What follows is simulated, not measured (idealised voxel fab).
Process module under the name voxel released beams
The cross-section on display is named cut; it measures 265 nm wide, and its cells are 5 nm squares.
Reading order for cross-sections: top band down to bottom band. Underlying form: a grid of square cells. Band size: one or more rows of cells.
Each band's line starts with the height of the band's top and of its bottom, in nm. Then come its materials from left to right, each with its width in nm. One material with "full width" fills the band from edge to edge. "blank" is empty space.
Convention: height 0 is the level below which the wafer, as received, is all one material. The lowest band does not terminate at the bottom but continues downward, represented as "0 and below".
The notation "30->40" denotes a width that varies across the rows of cells in the band, beginning at the first number in the top row, finishing at the second number in the bottom row, and changing by an identical amount from each row to the next.
Step marked "remained the same"? Then no cell in the cross-section changed in it.
Enclosed voids (no open way to top), threshold 8 cells or more, entry "Enclosed void list", notation width x height at distance, distance from left edge, nm.
The remark found on a step's line after its settings is issued by the simulator itself and pertains to that step.
"overlay nm", when on a step's line for a step with a mask, measures how far to the right of its planned place the mask lay; a negative measure means to the left.
The following list gives the planned process steps:
- 1: RECEIVE (material Si)
- 2: CONFORMAL_DEP (material Al2O3; thk nm 10)
- 3: DIRECTIONAL_DEP (material SiO2; thk nm 10)
- 4: MASKED_ETCH (tone open; mask id ANCHOR; width nm 40; etch materials SiO2; depth nm 10; overlay nm 0)
- 5: CONFORMAL_DEP (material W; thk nm 15)
- 6: MASKED_ETCH (tone cover; mask id BEAM; width nm 90; etch materials W; depth nm 5; overlay nm 0)
- 7: STRIP (etch materials SiO2)
Quick note for whoever runs this: the wafers start identical, but the depth nm at step 6 isn't the same across them. The plan just shows what the first wafer had.
As-received state after step 1, first of several wafers, cross-section:
> 0 and below = Si full width
> Enclosed void list: none
Here is how to read the rows: every wafer has a row, and it shows the wafer at the end of the module, giving for each material how many cells were gained (+) or lost (-) since the wafer was received, then listing its closed voids:
depth nm 5, +106 Al2O3, +90 SiO2, +136 W, Enclosed void list: none
depth nm 10, +106 Al2O3, +90 SiO2, +101 W, Enclosed void list: none
depth nm 15, +106 Al2O3, +66 W, Enclosed void list: none
depth nm 20, +106 Al2O3, +66 W, Enclosed void list: none
depth nm 25, +106 Al2O3, +66 W, Enclosed void list: none
depth nm 30, +106 Al2O3, +66 W, Enclosed void list: none
